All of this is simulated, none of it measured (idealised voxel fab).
Name of the process module below: voxel gate over fins
It is cross-section cut that appears here, measuring 295 nm in width, its square cells being 5 nm in size.
If you're reading a cross-section in this doc, picture square cells in a grid; it comes to you as bands, top ones listed first down to the bottom, and a band can be one or more rows of cells. The band entry comprises the height of the band's top followed by the height of its bottom, expressed in nm, and subsequently the band's materials from left to right, each stated together with its width in nm. Where a single material is marked with the word "edge to edge", that material fills the band from edge to edge. The word "empty" represents empty space. All heights in this document are referenced to 0, defined as the level beneath which the wafer, as received, consists entirely of one material. The lowest band is not bounded below; it extends indefinitely downward and is written in the form "0 down". Width "30..40": first value at the band's top row of cells, second value at its bottom row, equal change from row to row. Take "remained unchanged" at face value: in the step it is given for, the cross-section changed in none of its cells. Under "Unvented cavities" you'll find the enclosed gaps, the ones with no way out to the top, that are 8 cells or bigger; each reads width x height at distance, with distance counted from the left edge, everything in nm. Post-settings text on a step line: simulator's own remark regarding the step. For masked steps, "overlay nm" on the step line gives how far right of plan the mask actually lay; a minus sign means it lay to the left.
HERE'S WHAT THE PLANNED PROCESS STEPS LOOK LIKE
1,RECEIVE, material Si
2,CONFORMAL_DEP, material SiN, thk nm 5
3,PATTERN, tone cover, mask id FINS, material resist, width nm 15, pitch nm 35, thk nm 15, overlay nm 0
4,DIRECTIONAL_ETCH, etch materials SiN, depth nm 5
5,DIRECTIONAL_ETCH, etch materials Si, depth nm 40
6,STRIP, etch materials resist
7,FILL_DEP, material SiO2, thk nm 5
8,CMP, height nm 5
9,SELECTIVE_ETCH, etch materials SiO2, depth nm 20
10,STRIP, etch materials SiN
11,CONFORMAL_DEP, material HfO2, thk nm 5
12,CONFORMAL_DEP, material TiN, thk nm 5
13,CONFORMAL_DEP, material TiAl, thk nm 5
14,CONFORMAL_DEP, material TiN, thk nm 5
15,FILL_DEP, material W, thk nm 15
16,CMP, height nm 30
17,CONFORMAL_DEP, material SiCN, thk nm 10
FIRST WAFER, TWO IN TOTAL, RUN AS PLANNED
CROSS-SECTION OF THE WAFER AT RECEIPT, WHICH IS THE CONDITION AFTER STEP 1
  0 down | Si edge to edge
  Unvented cavities: none
CROSS-SECTION OF THE WAFER AFTER STEP 2
  5 to 0 | SiN edge to edge
  All layers under 0 are left as they were.
CROSS-SECTION OF THE WAFER AFTER STEP 3
  20 to 5 | 85 nm empty, 15 nm resist, 20 nm empty, 15 nm resist, 20 nm empty, 15 nm resist, 20 nm empty, 15 nm resist, 90 nm empty
  All layers under 5 are left as they were.
CROSS-SECTION OF THE WAFER AFTER STEP 4
  20 to 5 | 85 nm empty, 15 nm resist, 20 nm empty, 15 nm resist, 20 nm empty, 15 nm resist, 20 nm empty, 15 nm resist, 90 nm empty
  5 to 0 | 85 nm empty, 15 nm SiN, 20 nm empty, 15 nm SiN, 20 nm empty, 15 nm SiN, 20 nm empty, 15 nm SiN, 90 nm empty
  All layers under 0 are left as they were.
CROSS-SECTION OF THE WAFER AFTER STEP 5
  20 to 5 | 85 nm empty, 15 nm resist, 20 nm empty, 15 nm resist, 20 nm empty, 15 nm resist, 20 nm empty, 15 nm resist, 90 nm empty
  5 to 0 | 85 nm empty, 15 nm SiN, 20 nm empty, 15 nm SiN, 20 nm empty, 15 nm SiN, 20 nm empty, 15 nm SiN, 90 nm empty
  0 to -40 | 85 nm empty, 15 nm Si, 20 nm empty, 15 nm Si, 20 nm empty, 15 nm Si, 20 nm empty, 15 nm Si, 90 nm empty
  All layers under -40 are left as they were.
CROSS-SECTION OF THE WAFER AFTER STEP 6
  5 to 0 | 85 nm empty, 15 nm SiN, 20 nm empty, 15 nm SiN, 20 nm empty, 15 nm SiN, 20 nm empty, 15 nm SiN, 90 nm empty
  All layers under 0 are left as they were.
CROSS-SECTION OF THE WAFER AFTER STEP 7
  10 to 5 | SiO2 edge to edge
  5 to 0 | 85 nm SiO2, 15 nm SiN, 20 nm SiO2, 15 nm SiN, 20 nm SiO2, 15 nm SiN, 20 nm SiO2, 15 nm SiN, 90 nm SiO2
  0 to -40 | 85 nm SiO2, 15 nm Si, 20 nm SiO2, 15 nm Si, 20 nm SiO2, 15 nm Si, 20 nm SiO2, 15 nm Si, 90 nm SiO2
  All layers under -40 are left as they were.
CROSS-SECTION OF THE WAFER AFTER STEP 8
  5 to 0 | 85 nm SiO2, 15 nm SiN, 20 nm SiO2, 15 nm SiN, 20 nm SiO2, 15 nm SiN, 20 nm SiO2, 15 nm SiN, 90 nm SiO2
  All layers under 0 are left as they were.
CROSS-SECTION OF THE WAFER AFTER STEP 9
  5 to 0 | 85 nm empty, 15 nm SiN, 20 nm empty, 15 nm SiN, 20 nm empty, 15 nm SiN, 20 nm empty, 15 nm SiN, 90 nm empty
  0 to -15 | 85 nm empty, 15 nm Si, 20 nm empty, 15 nm Si, 20 nm empty, 15 nm Si, 20 nm empty, 15 nm Si, 90 nm empty
  All layers under -15 are left as they were.
CROSS-SECTION OF THE WAFER AFTER STEP 10
  0 to -15 | 85 nm empty, 15 nm Si, 20 nm empty, 15 nm Si, 20 nm empty, 15 nm Si, 20 nm empty, 15 nm Si, 90 nm empty
  All layers under -15 are left as they were.
CROSS-SECTION OF THE WAFER AFTER STEP 11
  5 to 0 | 80 nm empty, 25 nm HfO2, 10 nm empty, 25 nm HfO2, 10 nm empty, 25 nm HfO2, 10 nm empty, 25 nm HfO2, 85 nm empty
  0 to -10 | 80 nm empty, 5 nm HfO2, 15 nm Si, 5 nm HfO2, 10 nm empty, 5 nm HfO2, 15 nm Si, 5 nm HfO2, 10 nm empty, 5 nm HfO2, 15 nm Si, 5 nm HfO2, 10 nm empty, 5 nm HfO2, 15 nm Si, 5 nm HfO2, 85 nm empty
  -10 to -15 | 85 nm HfO2, 15 nm Si, 20 nm HfO2, 15 nm Si, 20 nm HfO2, 15 nm Si, 20 nm HfO2, 15 nm Si, 90 nm HfO2
  All layers under -15 are left as they were.
CROSS-SECTION OF THE WAFER AFTER STEP 12
  10 to 5 | 75 nm empty, 140 nm TiN, 80 nm empty
  5 to 0 | 75 nm empty, 5 nm TiN, 25 nm HfO2, 10 nm TiN, 25 nm HfO2, 10 nm TiN, 25 nm HfO2, 10 nm TiN, 25 nm HfO2, 5 nm TiN, 80 nm empty
  0 to -5 | 75 nm empty, 5 nm TiN, 5 nm HfO2, 15 nm Si, 5 nm HfO2, 10 nm TiN, 5 nm HfO2, 15 nm Si, 5 nm HfO2, 10 nm TiN, 5 nm HfO2, 15 nm Si, 5 nm HfO2, 10 nm TiN, 5 nm HfO2, 15 nm Si, 5 nm HfO2, 5 nm TiN, 80 nm empty
  -5 to -10 | 80 nm TiN, 5 nm HfO2, 15 nm Si, 5 nm HfO2, 10 nm TiN, 5 nm HfO2, 15 nm Si, 5 nm HfO2, 10 nm TiN, 5 nm HfO2, 15 nm Si, 5 nm HfO2, 10 nm TiN, 5 nm HfO2, 15 nm Si, 5 nm HfO2, 85 nm TiN
  All layers under -10 are left as they were.
CROSS-SECTION OF THE WAFER AFTER STEP 13
  15 to 10 | 70 nm empty, 150 nm TiAl, 75 nm empty
  10 to 5 | 70 nm empty, 5 nm TiAl, 140 nm TiN, 5 nm TiAl, 75 nm empty
  5 to 0 | 70 nm empty, 5 nm TiAl, 5 nm TiN, 25 nm HfO2, 10 nm TiN, 25 nm HfO2, 10 nm TiN, 25 nm HfO2, 10 nm TiN, 25 nm HfO2, 5 nm TiN, 5 nm TiAl, 75 nm empty
  0 to -5 | 75 nm TiAl, 5 nm TiN, 5 nm HfO2, 15 nm Si, 5 nm HfO2, 10 nm TiN, 5 nm HfO2, 15 nm Si, 5 nm HfO2, 10 nm TiN, 5 nm HfO2, 15 nm Si, 5 nm HfO2, 10 nm TiN, 5 nm HfO2, 15 nm Si, 5 nm HfO2, 5 nm TiN, 80 nm TiAl
  All layers under -5 are left as they were.
CROSS-SECTION OF THE WAFER AFTER STEP 14
  20 to 15 | 65 nm empty, 160 nm TiN, 70 nm empty
  15 to 10 | 65 nm empty, 5 nm TiN, 150 nm TiAl, 5 nm TiN, 70 nm empty
  10 to 5 | 65 nm empty, 5 nm TiN, 5 nm TiAl, 140 nm TiN, 5 nm TiAl, 5 nm TiN, 70 nm empty
  5 to 0 | 70 nm TiN, 5 nm TiAl, 5 nm TiN, 25 nm HfO2, 10 nm TiN, 25 nm HfO2, 10 nm TiN, 25 nm HfO2, 10 nm TiN, 25 nm HfO2, 5 nm TiN, 5 nm TiAl, 75 nm TiN
  All layers under 0 are left as they were.
CROSS-SECTION OF THE WAFER AFTER STEP 15
  35 to 20 | W edge to edge
  20 to 15 | 65 nm W, 160 nm TiN, 70 nm W
  15 to 10 | 65 nm W, 5 nm TiN, 150 nm TiAl, 5 nm TiN, 70 nm W
  10 to 5 | 65 nm W, 5 nm TiN, 5 nm TiAl, 140 nm TiN, 5 nm TiAl, 5 nm TiN, 70 nm W
  All layers under 5 are left as they were.
CROSS-SECTION OF THE WAFER AFTER STEP 16
  30 to 20 | W edge to edge
  All layers under 20 are left as they were.
CROSS-SECTION OF THE WAFER AFTER STEP 17
  40 to 30 | SiCN edge to edge
  All layers under 30 are left as they were.
SECOND WAFER, SAME STARTING STATE AND PLAN AS THE FIRST, ONE MISTAKE IN THE RUN, IDENTICAL THROUGH STEP 11
At the planned end of step 12, the second wafer in cross-section: remained unchanged
AT THE PLANNED END OF STEP 13, THE SECOND WAFER IN CROSS-SECTION
  10 to 5 | 75 nm empty, 140 nm TiAl, 80 nm empty
  5 to 0 | 75 nm empty, 5 nm TiAl, 25 nm HfO2, 10 nm TiAl, 25 nm HfO2, 10 nm TiAl, 25 nm HfO2, 10 nm TiAl, 25 nm HfO2, 5 nm TiAl, 80 nm empty
  0 to -5 | 75 nm empty, 5 nm TiAl, 5 nm HfO2, 15 nm Si, 5 nm HfO2, 10 nm TiAl, 5 nm HfO2, 15 nm Si, 5 nm HfO2, 10 nm TiAl, 5 nm HfO2, 15 nm Si, 5 nm HfO2, 10 nm TiAl, 5 nm HfO2, 15 nm Si, 5 nm HfO2, 5 nm TiAl, 80 nm empty
  -5 to -10 | 80 nm TiAl, 5 nm HfO2, 15 nm Si, 5 nm HfO2, 10 nm TiAl, 5 nm HfO2, 15 nm Si, 5 nm HfO2, 10 nm TiAl, 5 nm HfO2, 15 nm Si, 5 nm HfO2, 10 nm TiAl, 5 nm HfO2, 15 nm Si, 5 nm HfO2, 85 nm TiAl
  All layers under -10 are left as they were.
AT THE PLANNED END OF STEP 14, THE SECOND WAFER IN CROSS-SECTION
  15 to 10 | 70 nm empty, 150 nm TiN, 75 nm empty
  10 to 5 | 70 nm empty, 5 nm TiN, 140 nm TiAl, 5 nm TiN, 75 nm empty
  5 to 0 | 70 nm empty, 5 nm TiN, 5 nm TiAl, 25 nm HfO2, 10 nm TiAl, 25 nm HfO2, 10 nm TiAl, 25 nm HfO2, 10 nm TiAl, 25 nm HfO2, 5 nm TiAl, 5 nm TiN, 75 nm empty
  0 to -5 | 75 nm TiN, 5 nm TiAl, 5 nm HfO2, 15 nm Si, 5 nm HfO2, 10 nm TiAl, 5 nm HfO2, 15 nm Si, 5 nm HfO2, 10 nm TiAl, 5 nm HfO2, 15 nm Si, 5 nm HfO2, 10 nm TiAl, 5 nm HfO2, 15 nm Si, 5 nm HfO2, 5 nm TiAl, 80 nm TiN
  All layers under -5 are left as they were.
AT THE PLANNED END OF STEP 15, THE SECOND WAFER IN CROSS-SECTION
  30 to 15 | W edge to edge
  15 to 10 | 70 nm W, 150 nm TiN, 75 nm W
  10 to 5 | 70 nm W, 5 nm TiN, 140 nm TiAl, 5 nm TiN, 75 nm W
  5 to 0 | 70 nm W, 5 nm TiN, 5 nm TiAl, 25 nm HfO2, 10 nm TiAl, 25 nm HfO2, 10 nm TiAl, 25 nm HfO2, 10 nm TiAl, 25 nm HfO2, 5 nm TiAl, 5 nm TiN, 75 nm W
  All layers under 0 are left as they were.
At the planned end of step 16, the second wafer in cross-section: remained unchanged
AT THE PLANNED END OF STEP 17, THE SECOND WAFER IN CROSS-SECTION
  40 to 30 | SiCN edge to edge
  All layers under 30 are left as they were.
Nonconformance to the process plan: step 12 of the plan was jumped over and never run
Bottom line after processing is that, in cells, the second wafer is up or down on some materials versus the first: 18 more of TiAl | 83 fewer of TiN | 65 more of W
